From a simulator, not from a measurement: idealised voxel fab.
process module | voxel ribs on slabs
cross-section cut | 175 nm wide | cells 5 nm
A cross-section is a grid of square cells, given in bands from the top down. A band is one or more rows of cells.
Each band's line starts with the height of the band's top and of its bottom, in nm. Then come its materials from left to right, each with its width in nm. One material with "throughout" fills the band from edge to edge. "air" is empty space.
Height 0 is the level under which the wafer as received is all one material. The lowest band goes on downwards, as in "0 down".
A width such as "30 to 40" changes by the same amount from each row of cells to the next, from the band's top row to its bottom row.
"no change" after a step means that no cell of the cross-section changed.
closed voids: empty space of 8 cells or more with no open way to the top, each as width x height at its distance from the left edge, in nm
after a step's settings: what the simulator itself notes on the step
overlay nm, on a step with a mask: how far to the right of its planned place the mask lay; to the left if negative
plan
1 op RECEIVE | material Si
2 op DIRECTIONAL_DEP | material SiO2 | thk nm 30
3 op DIRECTIONAL_DEP | material SiN | thk nm 15
4 op DIRECTIONAL_DEP | material aC | thk nm 15
5 op PATTERN | tone cover | mask id RIB | material resist | width nm 15 | thk nm 35 | overlay nm 0
6 op DIRECTIONAL_ETCH | etch materials aC | depth nm 15
7 op STRIP | etch materials resist
8 op DIRECTIONAL_ETCH | etch materials SiN | depth nm 5
9 op STRIP | etch materials aC
10 op DIRECTIONAL_DEP | material aC | thk nm 15
11 op PATTERN | tone cover | mask id SLAB | material resist | width nm 45 | thk nm 35 | overlay nm 0
12 op DIRECTIONAL_ETCH | etch materials aC | depth nm 15
13 op STRIP | etch materials resist
14 op DIRECTIONAL_ETCH | etch materials SiN | depth nm 10
15 op STRIP | etch materials aC
16 op FILL_DEP | material SiO2 | thk nm 20
17 op CMP | height nm 55
18 op DIRECTIONAL_DEP | material W | thk nm 10
19 op DIRECTIONAL_DEP | material aC | thk nm 10
20 op PATTERN | tone cover | mask id HEATER | material resist | width nm 25 | thk nm 30 | overlay nm 0
21 op DIRECTIONAL_ETCH | etch materials aC | depth nm 10
22 op STRIP | etch materials resist
23 op DIRECTIONAL_ETCH | etch materials W | depth nm 10
24 op STRIP | etch materials aC
25 op CONFORMAL_DEP | material SiN | thk nm 10
as received, after step 1
  0 down: Si throughout
  closed voids: none
first wafer at the end, as planned
  75 to 65: air 65 | SiN 45 | air 65
  65 to 55: SiN 75 | W 25 | SiN 75
  55 to 45: SiO2 throughout
  45 to 40: SiO2 80 | SiN 15 | SiO2 80
  40 to 30: SiO2 65 | SiN 45 | SiO2 65
  30 to 0: SiO2 throughout
  0 down: Si throughout
  closed voids: none
second wafer at the end: like start, like plan, one mistake
  75 to 65: air 75 | SiN 45 | air 55
  65 to 55: SiN 85 | W 25 | SiN 65
  55 to 45: SiO2 throughout
  45 to 40: SiO2 80 | SiN 15 | SiO2 80
  40 to 30: SiO2 65 | SiN 45 | SiO2 65
  30 to 0: SiO2 throughout
  0 down: Si throughout
  closed voids: none
what went wrong: step 20 ran as: op PATTERN | tone cover | mask id HEATER | material resist | width nm 25 | thk nm 30 | overlay nm 10
at the end the second wafer has, in cells: as many of each material as the first, in other places
